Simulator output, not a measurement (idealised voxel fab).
Process module in this document: voxel wiring stack
220 nm wide, 5 nm square cells: that's cross-section cut.
Reading order for cross-sections: top band down to bottom band. Underlying form: a grid of square cells. Band size: one or more rows of cells. Band: top height; bottom height; in nm. Then, left to right: material with width in nm, for each material. "full width": a single material spanning edge to edge. "air": empty space. The level at which height equals 0 is the one under which the wafer, as it arrives, is entirely one material. No lower edge exists for the bottom band, which continues downward and is notated as in "0 and below". The expression "30..40" gives the width at the extremes of the band, the first number at its top row of cells and the second at its bottom row, with the width changing by equal amounts from each row to the next in between. When a step is marked "no alterations made", none of the cells in the cross-section changed during that step. Entry "Closed void roster". Content: empty spaces with no open connection to the top, size 8 cells or greater. Each: width x height at distance. Distance: from left edge. Unit: nm. It should be noted that, on the line of a given step, the content following the step's settings is a remark produced by the simulator itself with respect to that step. The "overlay nm" setting may appear on a step's line; for a step that uses a mask, it gives how far to the right of its planned position the mask lay, and a negative value indicates the left.
### Set out below are the planned steps of the process
| 1 | RECEIVE | material Si |
| 2 | CONFORMAL_DEP | material SiO2 | thk nm 10 |
| 3 | CONFORMAL_DEP | material SiN | thk nm 5 |
| 4 | DIRECTIONAL_DEP | material lowk | thk nm 15 |
| 5 | MASKED_ETCH | tone open | mask id METAL_1 | width nm 20 | pitch nm 50 | etch materials lowk | depth nm 15 | overlay nm 0 |
| 6 | MASKED_ETCH | tone open | mask id METAL_1 | width nm 20 | pitch nm 50 | etch materials SiN | depth nm 5 | overlay nm 0 |
| 7 | CONFORMAL_DEP | material TiN | thk nm 5 |
| 8 | FILL_DEP | material Cu | thk nm 5 |
| 9 | CMP | height nm 30 |
| 10 | CONFORMAL_DEP | material SiCN | thk nm 5 |
| 11 | DIRECTIONAL_DEP | material SiO2 | thk nm 10 |
| 12 | MASKED_ETCH | tone open | mask id PLUG_1 | width nm 15 | pitch nm 50 | etch materials SiO2 | depth nm 10 | overlay nm 0 |
| 13 | MASKED_ETCH | tone open | mask id PLUG_1 | width nm 15 | pitch nm 50 | etch materials SiCN | depth nm 5 | overlay nm 0 |
| 14 | EPI | material Ru | thk nm 10 |
| 15 | EPI | material Ru | thk nm 5 |
| 16 | DIRECTIONAL_DEP | material TiN | thk nm 5 |
| 17 | DIRECTIONAL_DEP | material Ru | thk nm 20 |
| 18 | DIRECTIONAL_DEP | material aC | thk nm 15 |
| 19 | PATTERN | tone cover | mask id METAL_2 | material resist | width nm 20 | pitch nm 50 | thk nm 30 | overlay nm 0 |
| 20 | DIRECTIONAL_ETCH | etch materials aC | depth nm 15 |
| 21 | STRIP | etch materials resist |
| 22 | DIRECTIONAL_ETCH | etch materials Ru | depth nm 20 |
| 23 | DIRECTIONAL_ETCH | etch materials TiN | depth nm 5 |
| 24 | STRIP | etch materials aC |
| 25 | CONFORMAL_DEP | material SiN | thk nm 5 |
| 26 | FILL_DEP | material lowk | thk nm 10 |
| 27 | CMP | height nm 70 |
| 28 | CONFORMAL_DEP | material SiCN | thk nm 5 |
| 29 | DIRECTIONAL_DEP | material SiO2 | thk nm 10 |
| 30 | PATTERN | tone open | mask id PLUG_2 | material resist | width nm 15 | pitch nm 50 | thk nm 15 | overlay nm 0 |
| 31 | DIRECTIONAL_ETCH | etch materials SiO2 | depth nm 10 |
| 32 | DIRECTIONAL_ETCH | etch materials SiCN | depth nm 5 |
| 33 | STRIP | etch materials resist |
| 34 | EPI | material Ru | thk nm 10 |
| 35 | EPI | material Ru | thk nm 5 |
| 36 | CONFORMAL_DEP | material SiN | thk nm 5 |
| 37 | DIRECTIONAL_DEP | material SiO2 | thk nm 25 |
| 38 | PATTERN | tone open | mask id METAL_3 | material resist | width nm 20 | pitch nm 50 | thk nm 15 | overlay nm 0 |
| 39 | DIRECTIONAL_ETCH | etch materials SiO2 | depth nm 25 |
| 40 | DIRECTIONAL_ETCH | etch materials SiN | depth nm 5 |
| 41 | STRIP | etch materials resist |
| 42 | CONFORMAL_DEP | material TiN | thk nm 5 |
| 43 | FILL_DEP | material Ru | thk nm 5 |
| 44 | CMP | height nm 115 |
| 45 | CONFORMAL_DEP | material SiCN | thk nm 5 |
### Run as planned: first of two wafers
### Incoming wafer, cross-sectional view, post step 1
0 and below = Si full width
Closed void roster: none
### Once step 2 is through, the wafer looks like this in cross-section
10 down to 0 = SiO2 full width
No changes below 0.
### Once step 3 is through, the wafer looks like this in cross-section
15 down to 10 = SiN full width
No changes below 10.
### Once step 4 is through, the wafer looks like this in cross-section
30 down to 15 = lowk full width
No changes below 15.
### Once step 5 is through, the wafer looks like this in cross-section
30 down to 15 = 75 of lowk, then 20 of air, then 30 of lowk, then 20 of air, then 75 of lowk
No changes below 15.
### Once step 6 is through, the wafer looks like this in cross-section
30 down to 15 = 75 of lowk, then 20 of air, then 30 of lowk, then 20 of air, then 75 of lowk
15 down to 10 = 75 of SiN, then 20 of air, then 30 of SiN, then 20 of air, then 75 of SiN
No changes below 10.
### Once step 7 is through, the wafer looks like this in cross-section
35 down to 30 = 80 of TiN, then 10 of air, then 40 of TiN, then 10 of air, then 80 of TiN
30 down to 15 = 75 of lowk, then 5 of TiN, then 10 of air, then 5 of TiN, then 30 of lowk, then 5 of TiN, then 10 of air, then 5 of TiN, then 75 of lowk
15 down to 10 = 75 of SiN, then 20 of TiN, then 30 of SiN, then 20 of TiN, then 75 of SiN
No changes below 10.
### Once step 8 is through, the wafer looks like this in cross-section
40 down to 35 = Cu full width
35 down to 30 = 80 of TiN, then 10 of Cu, then 40 of TiN, then 10 of Cu, then 80 of TiN
30 down to 15 = 75 of lowk, then 5 of TiN, then 10 of Cu, then 5 of TiN, then 30 of lowk, then 5 of TiN, then 10 of Cu, then 5 of TiN, then 75 of lowk
No changes below 15.
### Once step 9 is through, the wafer looks like this in cross-section
30 down to 15 = 75 of lowk, then 5 of TiN, then 10 of Cu, then 5 of TiN, then 30 of lowk, then 5 of TiN, then 10 of Cu, then 5 of TiN, then 75 of lowk
No changes below 15.
### Once step 10 is through, the wafer looks like this in cross-section
35 down to 30 = SiCN full width
No changes below 30.
### Once step 11 is through, the wafer looks like this in cross-section
45 down to 35 = SiO2 full width
No changes below 35.
### Once step 12 is through, the wafer looks like this in cross-section
45 down to 35 = 75 of SiO2, then 15 of air, then 35 of SiO2, then 15 of air, then 80 of SiO2
No changes below 35.
### Once step 13 is through, the wafer looks like this in cross-section
45 down to 35 = 75 of SiO2, then 15 of air, then 35 of SiO2, then 15 of air, then 80 of SiO2
35 down to 30 = 75 of SiCN, then 15 of air, then 35 of SiCN, then 15 of air, then 80 of SiCN
No changes below 30.
### Once step 14 is through, the wafer looks like this in cross-section
45 down to 40 = 75 of SiO2, then 15 of air, then 35 of SiO2, then 15 of air, then 80 of SiO2
40 down to 35 = 75 of SiO2, then 15 of Ru, then 35 of SiO2, then 15 of Ru, then 80 of SiO2
35 down to 30 = 75 of SiCN, then 15 of Ru, then 35 of SiCN, then 15 of Ru, then 80 of SiCN
No changes below 30.
### Once step 15 is through, the wafer looks like this in cross-section
45 down to 35 = 75 of SiO2, then 15 of Ru, then 35 of SiO2, then 15 of Ru, then 80 of SiO2
No changes below 35.
### Once step 16 is through, the wafer looks like this in cross-section
50 down to 45 = TiN full width
No changes below 45.
### Once step 17 is through, the wafer looks like this in cross-section
70 down to 50 = Ru full width
No changes below 50.
### Once step 18 is through, the wafer looks like this in cross-section
85 down to 70 = aC full width
No changes below 70.
### Once step 19 is through, the wafer looks like this in cross-section
115 down to 85 = 75 of air, then 20 of resist, then 30 of air, then 20 of resist, then 75 of air
No changes below 85.
### Once step 20 is through, the wafer looks like this in cross-section
100 down to 85 = 75 of air, then 20 of resist, then 30 of air, then 20 of resist, then 75 of air
85 down to 70 = 75 of air, then 20 of aC, then 30 of air, then 20 of aC, then 75 of air
No changes below 70.
### Once step 21 is through, the wafer looks like this in cross-section
85 down to 70 = 75 of air, then 20 of aC, then 30 of air, then 20 of aC, then 75 of air
No changes below 70.
### Once step 22 is through, the wafer looks like this in cross-section
85 down to 70 = 75 of air, then 20 of aC, then 30 of air, then 20 of aC, then 75 of air
70 down to 50 = 75 of air, then 20 of Ru, then 30 of air, then 20 of Ru, then 75 of air
No changes below 50.
### Once step 23 is through, the wafer looks like this in cross-section
85 down to 70 = 75 of air, then 20 of aC, then 30 of air, then 20 of aC, then 75 of air
70 down to 50 = 75 of air, then 20 of Ru, then 30 of air, then 20 of Ru, then 75 of air
50 down to 45 = 75 of air, then 20 of TiN, then 30 of air, then 20 of TiN, then 75 of air
No changes below 45.
### Once step 24 is through, the wafer looks like this in cross-section
70 down to 50 = 75 of air, then 20 of Ru, then 30 of air, then 20 of Ru, then 75 of air
No changes below 50.
### Once step 25 is through, the wafer looks like this in cross-section
75 down to 70 = 70 of air, then 30 of SiN, then 20 of air, then 30 of SiN, then 70 of air
70 down to 50 = 70 of air, then 5 of SiN, then 20 of Ru, then 5 of SiN, then 20 of air, then 5 of SiN, then 20 of Ru, then 5 of SiN, then 70 of air
50 down to 45 = 75 of SiN, then 20 of TiN, then 30 of SiN, then 20 of TiN, then 75 of SiN
No changes below 45.
### Once step 26 is through, the wafer looks like this in cross-section
85 down to 75 = lowk full width
75 down to 70 = 70 of lowk, then 30 of SiN, then 20 of lowk, then 30 of SiN, then 70 of lowk
70 down to 50 = 70 of lowk, then 5 of SiN, then 20 of Ru, then 5 of SiN, then 20 of lowk, then 5 of SiN, then 20 of Ru, then 5 of SiN, then 70 of lowk
No changes below 50.
### Once step 27 is through, the wafer looks like this in cross-section
70 down to 50 = 70 of lowk, then 5 of SiN, then 20 of Ru, then 5 of SiN, then 20 of lowk, then 5 of SiN, then 20 of Ru, then 5 of SiN, then 70 of lowk
No changes below 50.
### Once step 28 is through, the wafer looks like this in cross-section
75 down to 70 = SiCN full width
No changes below 70.
### Once step 29 is through, the wafer looks like this in cross-section
85 down to 75 = SiO2 full width
No changes below 75.
### Once step 30 is through, the wafer looks like this in cross-section
100 down to 85 = 75 of resist, then 15 of air, then 35 of resist, then 15 of air, then 80 of resist
No changes below 85.
### Once step 31 is through, the wafer looks like this in cross-section
100 down to 85 = 75 of resist, then 15 of air, then 35 of resist, then 15 of air, then 80 of resist
85 down to 75 = 75 of SiO2, then 15 of air, then 35 of SiO2, then 15 of air, then 80 of SiO2
No changes below 75.
### Once step 32 is through, the wafer looks like this in cross-section
100 down to 85 = 75 of resist, then 15 of air, then 35 of resist, then 15 of air, then 80 of resist
85 down to 75 = 75 of SiO2, then 15 of air, then 35 of SiO2, then 15 of air, then 80 of SiO2
75 down to 70 = 75 of SiCN, then 15 of air, then 35 of SiCN, then 15 of air, then 80 of SiCN
No changes below 70.
### Once step 33 is through, the wafer looks like this in cross-section
85 down to 75 = 75 of SiO2, then 15 of air, then 35 of SiO2, then 15 of air, then 80 of SiO2
No changes below 75.
### Once step 34 is through, the wafer looks like this in cross-section
85 down to 80 = 75 of SiO2, then 15 of air, then 35 of SiO2, then 15 of air, then 80 of SiO2
80 down to 75 = 75 of SiO2, then 15 of Ru, then 35 of SiO2, then 15 of Ru, then 80 of SiO2
75 down to 70 = 75 of SiCN, then 15 of Ru, then 35 of SiCN, then 15 of Ru, then 80 of SiCN
No changes below 70.
### Once step 35 is through, the wafer looks like this in cross-section
85 down to 75 = 75 of SiO2, then 15 of Ru, then 35 of SiO2, then 15 of Ru, then 80 of SiO2
No changes below 75.
### Once step 36 is through, the wafer looks like this in cross-section
90 down to 85 = SiN full width
No changes below 85.
### Once step 37 is through, the wafer looks like this in cross-section
115 down to 90 = SiO2 full width
No changes below 90.
### Once step 38 is through, the wafer looks like this in cross-section
130 down to 115 = 75 of resist, then 20 of air, then 30 of resist, then 20 of air, then 75 of resist
No changes below 115.
### Once step 39 is through, the wafer looks like this in cross-section
130 down to 115 = 75 of resist, then 20 of air, then 30 of resist, then 20 of air, then 75 of resist
115 down to 90 = 75 of SiO2, then 20 of air, then 30 of SiO2, then 20 of air, then 75 of SiO2
No changes below 90.
### Once step 40 is through, the wafer looks like this in cross-section
130 down to 115 = 75 of resist, then 20 of air, then 30 of resist, then 20 of air, then 75 of resist
115 down to 90 = 75 of SiO2, then 20 of air, then 30 of SiO2, then 20 of air, then 75 of SiO2
90 down to 85 = 75 of SiN, then 20 of air, then 30 of SiN, then 20 of air, then 75 of SiN
No changes below 85.
### Once step 41 is through, the wafer looks like this in cross-section
115 down to 90 = 75 of SiO2, then 20 of air, then 30 of SiO2, then 20 of air, then 75 of SiO2
No changes below 90.
### Once step 42 is through, the wafer looks like this in cross-section
120 down to 115 = 80 of TiN, then 10 of air, then 40 of TiN, then 10 of air, then 80 of TiN
115 down to 90 = 75 of SiO2, then 5 of TiN, then 10 of air, then 5 of TiN, then 30 of SiO2, then 5 of TiN, then 10 of air, then 5 of TiN, then 75 of SiO2
90 down to 85 = 75 of SiN, then 20 of TiN, then 30 of SiN, then 20 of TiN, then 75 of SiN
No changes below 85.
### Once step 43 is through, the wafer looks like this in cross-section
125 down to 120 = Ru full width
120 down to 115 = 80 of TiN, then 10 of Ru, then 40 of TiN, then 10 of Ru, then 80 of TiN
115 down to 90 = 75 of SiO2, then 5 of TiN, then 10 of Ru, then 5 of TiN, then 30 of SiO2, then 5 of TiN, then 10 of Ru, then 5 of TiN, then 75 of SiO2
No changes below 90.
### Once step 44 is through, the wafer looks like this in cross-section
115 down to 90 = 75 of SiO2, then 5 of TiN, then 10 of Ru, then 5 of TiN, then 30 of SiO2, then 5 of TiN, then 10 of Ru, then 5 of TiN, then 75 of SiO2
No changes below 90.
### Once step 45 is through, the wafer looks like this in cross-section
120 down to 115 = SiCN full width
No changes below 115.
### second wafer: like start, like plan, one mistake. Through step 42 it matches the first wafer
### Cross-section, second wafer, at the end time the plan gives for step 43
125 down to 120 = Cu full width
120 down to 115 = 80 of TiN, then 10 of Cu, then 40 of TiN, then 10 of Cu, then 80 of TiN
115 down to 90 = 75 of SiO2, then 5 of TiN, then 10 of Cu, then 5 of TiN, then 30 of SiO2, then 5 of TiN, then 10 of Cu, then 5 of TiN, then 75 of SiO2
No changes below 90.
### Cross-section, second wafer, at the end time the plan gives for step 44
115 down to 90 = 75 of SiO2, then 5 of TiN, then 10 of Cu, then 5 of TiN, then 30 of SiO2, then 5 of TiN, then 10 of Cu, then 5 of TiN, then 75 of SiO2
No changes below 90.
### Cross-section, second wafer, at the end time the plan gives for step 45
120 down to 115 = SiCN full width
No changes below 115.
Plan not followed: heads up, step 43 didn't go per plan, it actually ran as FILL_DEP | material Cu | thk nm 5
Final comparison by cell count, materials where the second wafer has more or fewer than the first: Cu +20; Ru -20
